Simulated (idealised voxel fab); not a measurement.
process module | voxel ribs on slabs
cross-section cut | 195 nm wide | cells 5 nm
A cross-section is a grid of square cells, given in bands from the top down. A band is one or more rows of cells.
Each band's line starts with the height of the band's top and of its bottom, in nm. Then come its materials from left to right, each with its width in nm. One material with "throughout" fills the band from edge to edge. "air" is empty space.
Height 0 is the level under which the wafer as received is all one material. The lowest band goes on downwards, as in "0 down".
A width such as "30 to 40" changes by the same amount from each row of cells to the next, from the band's top row to its bottom row.
"no change" after a step means that no cell of the cross-section changed.
closed voids: empty space of 8 cells or more with no open way to the top, each as width x height at its distance from the left edge, in nm
after a step's settings: what the simulator itself notes on the step
overlay nm, on a step with a mask: how far to the right of its planned place the mask lay; to the left if negative
plan
1 op RECEIVE | material Si
2 op DIRECTIONAL_DEP | material SiO2 | thk nm 25
3 op DIRECTIONAL_DEP | material polySi | thk nm 15
4 op DIRECTIONAL_DEP | material aC | thk nm 15
5 op PATTERN | tone cover | mask id RIB | material resist | width nm 15 | thk nm 35 | overlay nm 0
6 op DIRECTIONAL_ETCH | etch materials aC | depth nm 15
7 op STRIP | etch materials resist
8 op DIRECTIONAL_ETCH | etch materials polySi | depth nm 10
9 op STRIP | etch materials aC
10 op MASKED_ETCH | tone cover | mask id SLAB | width nm 45 | etch materials polySi | depth nm 5 | overlay nm 0
11 op FILL_DEP | material SiO2 | thk nm 20
12 op CMP | height nm 50
13 op DIRECTIONAL_DEP | material W | thk nm 5
14 op PATTERN | tone cover | mask id HEATER | material resist | width nm 25 | thk nm 15 | overlay nm 0
15 op DIRECTIONAL_ETCH | etch materials W | depth nm 5
16 op STRIP | etch materials resist
17 op CONFORMAL_DEP | material SiN | thk nm 5
as received, after step 1
  0 down: Si throughout
  closed voids: none
a wafer at the end: this start, this plan, one mistake
  55 to 50: air 85 | W 25 | air 85
  50 to 40: SiO2 throughout
  40 to 30: SiO2 90 | polySi 15 | SiO2 90
  30 to 25: SiO2 75 | polySi 45 | SiO2 75
  25 to 0: SiO2 throughout
  0 down: Si throughout
  closed voids: none
what went wrong: step 17 was left out
